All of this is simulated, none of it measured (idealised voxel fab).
process module | voxel spacer lines
cross-section cut | 200 nm wide | cells 5 nm
A cross-section is a grid of square cells, given in bands from the top down. A band is one or more rows of cells.
Each band's line starts with the height of the band's top and of its bottom, in nm. Then come its materials from left to right, each with its width in nm. One material with "throughout" fills the band from edge to edge. "air" is empty space.
Height 0 is the level under which the wafer as received is all one material. The lowest band goes on downwards, as in "0 down".
A width such as "30 to 40" changes by the same amount from each row of cells to the next, from the band's top row to its bottom row.
"no change" after a step means that no cell of the cross-section changed.
closed voids: empty space of 8 cells or more with no open way to the top, each as width x height at its distance from the left edge, in nm
after a step's settings: what the simulator itself notes on the step
overlay nm, on a step with a mask: how far to the right of its planned place the mask lay; to the left if negative
plan
1 op RECEIVE | material Si
2 op CONFORMAL_DEP | material Al2O3 | thk nm 10
3 op DIRECTIONAL_DEP | material W | thk nm 20
4 op DIRECTIONAL_DEP | material aC | thk nm 20
5 op PATTERN | tone cover | mask id MANDREL | material resist | width nm 20 | pitch nm 60 | thk nm 25 | overlay nm 0
6 op DIRECTIONAL_ETCH | etch materials aC | depth nm 20
7 op STRIP | etch materials resist
8 op CONFORMAL_DEP | material SiN | thk nm 10
9 op DIRECTIONAL_ETCH | etch materials SiN | depth nm 10
10 op STRIP | etch materials aC
11 op DIRECTIONAL_ETCH | etch materials W | depth nm 20
12 op STRIP | etch materials SiN
first wafer, as planned
as received, after step 1
  0 down: Si throughout
  closed voids: none
after step 2
  10 to 0: Al2O3 throughout
  below 0: unchanged
after step 3
  30 to 10: W throughout
  below 10: unchanged
after step 4
  50 to 30: aC throughout
  below 30: unchanged
after step 5
  75 to 50: air 30 | resist 20 | air 40 | resist 20 | air 40 | resist 20 | air 30
  below 50: unchanged
after step 6
  55 to 50: air 30 | resist 20 | air 40 | resist 20 | air 40 | resist 20 | air 30
  50 to 30: air 30 | aC 20 | air 40 | aC 20 | air 40 | aC 20 | air 30
  below 30: unchanged
after step 7
  50 to 30: air 30 | aC 20 | air 40 | aC 20 | air 40 | aC 20 | air 30
  below 30: unchanged
after step 8
  60 to 50: air 20 | SiN 40 | air 20 | SiN 40 | air 20 | SiN 40 | air 20
  50 to 40: air 20 | SiN 10 | aC 20 | SiN 10 | air 20 | SiN 10 | aC 20 | SiN 10 | air 20 | SiN 10 | aC 20 | SiN 10 | air 20
  40 to 30: SiN 30 | aC 20 | SiN 40 | aC 20 | SiN 40 | aC 20 | SiN 30
  below 30: unchanged
after step 9
  50 to 30: air 20 | SiN 10 | aC 20 | SiN 10 | air 20 | SiN 10 | aC 20 | SiN 10 | air 20 | SiN 10 | aC 20 | SiN 10 | air 20
  below 30: unchanged
after step 10
  50 to 30: air 20 | SiN 10 | air 20 | SiN 10 | air 20 | SiN 10 | air 20 | SiN 10 | air 20 | SiN 10 | air 20 | SiN 10 | air 20
  below 30: unchanged
after step 11
  50 to 30: air 20 | SiN 10 | air 20 | SiN 10 | air 20 | SiN 10 | air 20 | SiN 10 | air 20 | SiN 10 | air 20 | SiN 10 | air 20
  30 to 10: air 20 | W 10 | air 20 | W 10 | air 20 | W 10 | air 20 | W 10 | air 20 | W 10 | air 20 | W 10 | air 20
  below 10: unchanged
after step 12
  30 to 10: air 20 | W 10 | air 20 | W 10 | air 20 | W 10 | air 20 | W 10 | air 20 | W 10 | air 20 | W 10 | air 20
  below 10: unchanged
second wafer: like start, like plan, one mistake. Through step 4 it matches the first wafer
when step 5 should have ended
  75 to 50: air 25 | resist 20 | air 40 | resist 20 | air 40 | resist 20 | air 35
  below 50: unchanged
when step 6 should have ended
  55 to 50: air 25 | resist 20 | air 40 | resist 20 | air 40 | resist 20 | air 35
  50 to 30: air 25 | aC 20 | air 40 | aC 20 | air 40 | aC 20 | air 35
  below 30: unchanged
when step 7 should have ended
  50 to 30: air 25 | aC 20 | air 40 | aC 20 | air 40 | aC 20 | air 35
  below 30: unchanged
when step 8 should have ended
  60 to 50: air 15 | SiN 40 | air 20 | SiN 40 | air 20 | SiN 40 | air 25
  50 to 40: air 15 | SiN 10 | aC 20 | SiN 10 | air 20 | SiN 10 | aC 20 | SiN 10 | air 20 | SiN 10 | aC 20 | SiN 10 | air 25
  40 to 30: SiN 25 | aC 20 | SiN 40 | aC 20 | SiN 40 | aC 20 | SiN 35
  below 30: unchanged
when step 9 should have ended
  50 to 30: air 15 | SiN 10 | aC 20 | SiN 10 | air 20 | SiN 10 | aC 20 | SiN 10 | air 20 | SiN 10 | aC 20 | SiN 10 | air 25
  below 30: unchanged
when step 10 should have ended
  50 to 30: air 15 | SiN 10 | air 20 | SiN 10 | air 20 | SiN 10 | air 20 | SiN 10 | air 20 | SiN 10 | air 20 | SiN 10 | air 25
  below 30: unchanged
when step 11 should have ended
  50 to 30: air 15 | SiN 10 | air 20 | SiN 10 | air 20 | SiN 10 | air 20 | SiN 10 | air 20 | SiN 10 | air 20 | SiN 10 | air 25
  30 to 10: air 15 | W 10 | air 20 | W 10 | air 20 | W 10 | air 20 | W 10 | air 20 | W 10 | air 20 | W 10 | air 25
  below 10: unchanged
when step 12 should have ended
  30 to 10: air 15 | W 10 | air 20 | W 10 | air 20 | W 10 | air 20 | W 10 | air 20 | W 10 | air 20 | W 10 | air 25
  below 10: unchanged
what went wrong: step 5 ran as: op PATTERN | tone cover | mask id MANDREL | material resist | width nm 20 | pitch nm 60 | thk nm 25 | overlay nm -5
at the end the second wafer has, in cells: as many of each material as the first, in other places
